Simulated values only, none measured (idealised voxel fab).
process module | voxel capacitor over wiring
cross-section cut | 295 nm wide | cells 5 nm
A cross-section is a grid of square cells, given in bands from the top down. A band is one or more rows of cells.
Each band's line starts with the height of the band's top and of its bottom, in nm. Then come its materials from left to right, each with its width in nm. One material with "throughout" fills the band from edge to edge. "air" is empty space.
Height 0 is the level under which the wafer as received is all one material. The lowest band goes on downwards, as in "0 down".
A width such as "30 to 40" changes by the same amount from each row of cells to the next, from the band's top row to its bottom row.
"no change" after a step means that no cell of the cross-section changed.
closed voids: empty space of 8 cells or more with no open way to the top, each as width x height at its distance from the left edge, in nm
after a step's settings: what the simulator itself notes on the step
overlay nm, on a step with a mask: how far to the right of its planned place the mask lay; to the left if negative
plan
1 op RECEIVE | material Si
2 op CONFORMAL_DEP | material SiO2 | thk nm 10
3 op CONFORMAL_DEP | material SiCN | thk nm 5
4 op DIRECTIONAL_DEP | material SiO2 | thk nm 25
5 op MASKED_ETCH | tone open | mask id METAL_1 | width nm 20 | pitch nm 85 | etch materials SiO2 | depth nm 25 | overlay nm 0
6 op MASKED_ETCH | tone open | mask id METAL_1 | width nm 20 | pitch nm 85 | etch materials SiCN | depth nm 5 | overlay nm 0
7 op CONFORMAL_DEP | material TiN | thk nm 5
8 op FILL_DEP | material W | thk nm 5
9 op CMP | height nm 40
10 op CONFORMAL_DEP | material SiCN | thk nm 5
11 op DIRECTIONAL_DEP | material lowk | thk nm 10
12 op DIRECTIONAL_DEP | material aC | thk nm 10
13 op PATTERN | tone open | mask id PLUG_1 | material resist | width nm 15 | thk nm 30 | overlay nm 0
14 op DIRECTIONAL_ETCH | etch materials aC | depth nm 10
15 op STRIP | etch materials resist
16 op DIRECTIONAL_ETCH | etch materials lowk | depth nm 10
17 op DIRECTIONAL_ETCH | etch materials SiCN | depth nm 5
18 op STRIP | etch materials aC
19 op EPI | material Ru | thk nm 10
20 op EPI | material Ru | thk nm 5
21 op DIRECTIONAL_DEP | material TiN | thk nm 10
22 op DIRECTIONAL_DEP | material HfO2 | thk nm 5
23 op DIRECTIONAL_DEP | material TiN | thk nm 5
24 op MASKED_ETCH | tone cover | mask id UPPER_PLATE | width nm 70 | etch materials TiN | depth nm 5 | overlay nm 0
25 op MASKED_ETCH | tone cover | mask id UPPER_PLATE | width nm 70 | etch materials HfO2 | depth nm 5 | overlay nm 0
26 op MASKED_ETCH | tone cover | mask id LOWER_PLATE | width nm 80 | etch materials TiN | depth nm 10 | overlay nm 0
27 op FILL_DEP | material SiO2 | thk nm 15
28 op CMP | height nm 85
29 op PATTERN | tone open | mask id PLUG_2 | material resist | width nm 15 | thk nm 20 | overlay nm 0
30 op DIRECTIONAL_ETCH | etch materials SiO2 | depth nm 10
31 op STRIP | etch materials resist
32 op CONFORMAL_DEP | material TiN | thk nm 5
33 op FILL_DEP | material Ru | thk nm 5
34 op CMP | height nm 85
35 op CONFORMAL_DEP | material SiCN | thk nm 5
first wafer, as planned
as received, after step 1
  0 down: Si throughout
  closed voids: none
after step 2
  10 to 0: SiO2 throughout
  below 0: unchanged
after step 3
  15 to 10: SiCN throughout
  below 10: unchanged
after step 4
  40 to 15: SiO2 throughout
  below 15: unchanged
after step 5
  40 to 15: SiO2 95 | air 20 | SiO2 65 | air 20 | SiO2 95
  below 15: unchanged
after step 6
  40 to 15: SiO2 95 | air 20 | SiO2 65 | air 20 | SiO2 95
  15 to 10: SiCN 95 | air 20 | SiCN 65 | air 20 | SiCN 95
  below 10: unchanged
after step 7
  45 to 40: TiN 100 | air 10 | TiN 75 | air 10 | TiN 100
  40 to 15: SiO2 95 | TiN 5 | air 10 | TiN 5 | SiO2 65 | TiN 5 | air 10 | TiN 5 | SiO2 95
  15 to 10: SiCN 95 | TiN 20 | SiCN 65 | TiN 20 | SiCN 95
  below 10: unchanged
after step 8
  50 to 45: W throughout
  45 to 40: TiN 100 | W 10 | TiN 75 | W 10 | TiN 100
  40 to 15: SiO2 95 | TiN 5 | W 10 | TiN 5 | SiO2 65 | TiN 5 | W 10 | TiN 5 | SiO2 95
  below 15: unchanged
after step 9
  40 to 15: SiO2 95 | TiN 5 | W 10 | TiN 5 | SiO2 65 | TiN 5 | W 10 | TiN 5 | SiO2 95
  below 15: unchanged
after step 10
  45 to 40: SiCN throughout
  below 40: unchanged
after step 11
  55 to 45: lowk throughout
  below 45: unchanged
after step 12
  65 to 55: aC throughout
  below 55: unchanged
after step 13
  95 to 65: resist 100 | air 15 | resist 180
  below 65: unchanged
after step 14
  85 to 65: resist 100 | air 15 | resist 180
  65 to 55: aC 100 | air 15 | aC 180
  below 55: unchanged
after step 15
  65 to 55: aC 100 | air 15 | aC 180
  below 55: unchanged
after step 16
  65 to 55: aC 100 | air 15 | aC 180
  55 to 45: lowk 100 | air 15 | lowk 180
  below 45: unchanged
after step 17
  65 to 55: aC 100 | air 15 | aC 180
  55 to 45: lowk 100 | air 15 | lowk 180
  45 to 40: SiCN 100 | air 15 | SiCN 180
  below 40: unchanged
after step 18
  55 to 45: lowk 100 | air 15 | lowk 180
  below 45: unchanged
after step 19
  55 to 50: lowk 100 | air 15 | lowk 180
  50 to 45: lowk 100 | Ru 15 | lowk 180
  45 to 40: SiCN 100 | Ru 15 | SiCN 180
  below 40: unchanged
after step 20
  55 to 45: lowk 100 | Ru 15 | lowk 180
  below 45: unchanged
after step 21
  65 to 55: TiN throughout
  below 55: unchanged
after step 22
  70 to 65: HfO2 throughout
  below 65: unchanged
after step 23
  75 to 70: TiN throughout
  below 70: unchanged
after step 24
  75 to 70: air 100 | TiN 70 | air 125
  below 70: unchanged
after step 25
  75 to 70: air 100 | TiN 70 | air 125
  70 to 65: air 100 | HfO2 70 | air 125
  below 65: unchanged
after step 26
  75 to 70: air 100 | TiN 70 | air 125
  70 to 65: air 100 | HfO2 70 | air 125
  65 to 55: air 95 | TiN 80 | air 120
  below 55: unchanged
after step 27
  90 to 75: SiO2 throughout
  75 to 70: SiO2 100 | TiN 70 | SiO2 125
  70 to 65: SiO2 100 | HfO2 70 | SiO2 125
  65 to 55: SiO2 95 | TiN 80 | SiO2 120
  below 55: unchanged
after step 28
  85 to 75: SiO2 throughout
  below 75: unchanged
after step 29
  105 to 85: resist 110 | air 15 | resist 170
  below 85: unchanged
after step 30
  105 to 85: resist 110 | air 15 | resist 170
  85 to 75: SiO2 110 | air 15 | SiO2 170
  below 75: unchanged
after step 31
  85 to 75: SiO2 110 | air 15 | SiO2 170
  below 75: unchanged
after step 32
  90 to 85: TiN 115 | air 5 | TiN 175
  85 to 80: SiO2 110 | TiN 5 | air 5 | TiN 5 | SiO2 170
  80 to 70: SiO2 110 to 100 | TiN 15 to 70 | SiO2 170 to 125
  below 70: unchanged
after step 33
  95 to 90: Ru throughout
  90 to 85: TiN 115 | Ru 5 | TiN 175
  85 to 80: SiO2 110 | TiN 5 | Ru 5 | TiN 5 | SiO2 170
  below 80: unchanged
after step 34
  85 to 80: SiO2 110 | TiN 5 | Ru 5 | TiN 5 | SiO2 170
  below 80: unchanged
after step 35
  90 to 85: SiCN throughout
  below 85: unchanged
second wafer: like start, like plan, one mistake. Through step 1 it matches the first wafer
when step 2 should have ended
  5 to 0: SiCN throughout
  below 0: unchanged
when step 3 should have ended
  15 to 5: SiO2 throughout
  below 5: unchanged
when step 4 should have ended
  40 to 5: SiO2 throughout
  below 5: unchanged
when step 5 should have ended
  40 to 15: SiO2 95 | air 20 | SiO2 65 | air 20 | SiO2 95
  below 15: unchanged
when step 6 should have ended: no change
when step 7 should have ended
  45 to 40: TiN 100 | air 10 | TiN 75 | air 10 | TiN 100
  40 to 20: SiO2 95 | TiN 5 | air 10 | TiN 5 | SiO2 65 | TiN 5 | air 10 | TiN 5 | SiO2 95
  20 to 15: SiO2 95 | TiN 20 | SiO2 65 | TiN 20 | SiO2 95
  below 15: unchanged
when step 8 should have ended
  50 to 45: W throughout
  45 to 40: TiN 100 | W 10 | TiN 75 | W 10 | TiN 100
  40 to 20: SiO2 95 | TiN 5 | W 10 | TiN 5 | SiO2 65 | TiN 5 | W 10 | TiN 5 | SiO2 95
  below 20: unchanged
when step 9 should have ended
  40 to 20: SiO2 95 | TiN 5 | W 10 | TiN 5 | SiO2 65 | TiN 5 | W 10 | TiN 5 | SiO2 95
  below 20: unchanged
when step 10 should have ended
  45 to 40: SiCN throughout
  below 40: unchanged
when step 11 should have ended
  55 to 45: lowk throughout
  below 45: unchanged
when step 12 should have ended
  65 to 55: aC throughout
  below 55: unchanged
when step 13 should have ended
  95 to 65: resist 100 | air 15 | resist 180
  below 65: unchanged
when step 14 should have ended
  85 to 65: resist 100 | air 15 | resist 180
  65 to 55: aC 100 | air 15 | aC 180
  below 55: unchanged
when step 15 should have ended
  65 to 55: aC 100 | air 15 | aC 180
  below 55: unchanged
when step 16 should have ended
  65 to 55: aC 100 | air 15 | aC 180
  55 to 45: lowk 100 | air 15 | lowk 180
  below 45: unchanged
when step 17 should have ended
  65 to 55: aC 100 | air 15 | aC 180
  55 to 45: lowk 100 | air 15 | lowk 180
  45 to 40: SiCN 100 | air 15 | SiCN 180
  below 40: unchanged
when step 18 should have ended
  55 to 45: lowk 100 | air 15 | lowk 180
  below 45: unchanged
when step 19 should have ended
  55 to 50: lowk 100 | air 15 | lowk 180
  50 to 45: lowk 100 | Ru 15 | lowk 180
  45 to 40: SiCN 100 | Ru 15 | SiCN 180
  below 40: unchanged
when step 20 should have ended
  55 to 45: lowk 100 | Ru 15 | lowk 180
  below 45: unchanged
when step 21 should have ended
  65 to 55: TiN throughout
  below 55: unchanged
when step 22 should have ended
  70 to 65: HfO2 throughout
  below 65: unchanged
when step 23 should have ended
  75 to 70: TiN throughout
  below 70: unchanged
when step 24 should have ended
  75 to 70: air 100 | TiN 70 | air 125
  below 70: unchanged
when step 25 should have ended
  75 to 70: air 100 | TiN 70 | air 125
  70 to 65: air 100 | HfO2 70 | air 125
  below 65: unchanged
when step 26 should have ended
  75 to 70: air 100 | TiN 70 | air 125
  70 to 65: air 100 | HfO2 70 | air 125
  65 to 55: air 95 | TiN 80 | air 120
  below 55: unchanged
when step 27 should have ended
  90 to 75: SiO2 throughout
  75 to 70: SiO2 100 | TiN 70 | SiO2 125
  70 to 65: SiO2 100 | HfO2 70 | SiO2 125
  65 to 55: SiO2 95 | TiN 80 | SiO2 120
  below 55: unchanged
when step 28 should have ended
  85 to 75: SiO2 throughout
  below 75: unchanged
when step 29 should have ended
  105 to 85: resist 110 | air 15 | resist 170
  below 85: unchanged
when step 30 should have ended
  105 to 85: resist 110 | air 15 | resist 170
  85 to 75: SiO2 110 | air 15 | SiO2 170
  below 75: unchanged
when step 31 should have ended
  85 to 75: SiO2 110 | air 15 | SiO2 170
  below 75: unchanged
when step 32 should have ended
  90 to 85: TiN 115 | air 5 | TiN 175
  85 to 80: SiO2 110 | TiN 5 | air 5 | TiN 5 | SiO2 170
  80 to 70: SiO2 110 to 100 | TiN 15 to 70 | SiO2 170 to 125
  below 70: unchanged
when step 33 should have ended
  95 to 90: Ru throughout
  90 to 85: TiN 115 | Ru 5 | TiN 175
  85 to 80: SiO2 110 | TiN 5 | Ru 5 | TiN 5 | SiO2 170
  below 80: unchanged
when step 34 should have ended
  85 to 80: SiO2 110 | TiN 5 | Ru 5 | TiN 5 | SiO2 170
  below 80: unchanged
when step 35 should have ended
  90 to 85: SiCN throughout
  below 85: unchanged
what went wrong: steps 2 and 3 were swapped
at the end the second wafer has, in cells: 8 more of SiCN | 4 fewer of TiN | 4 fewer of W
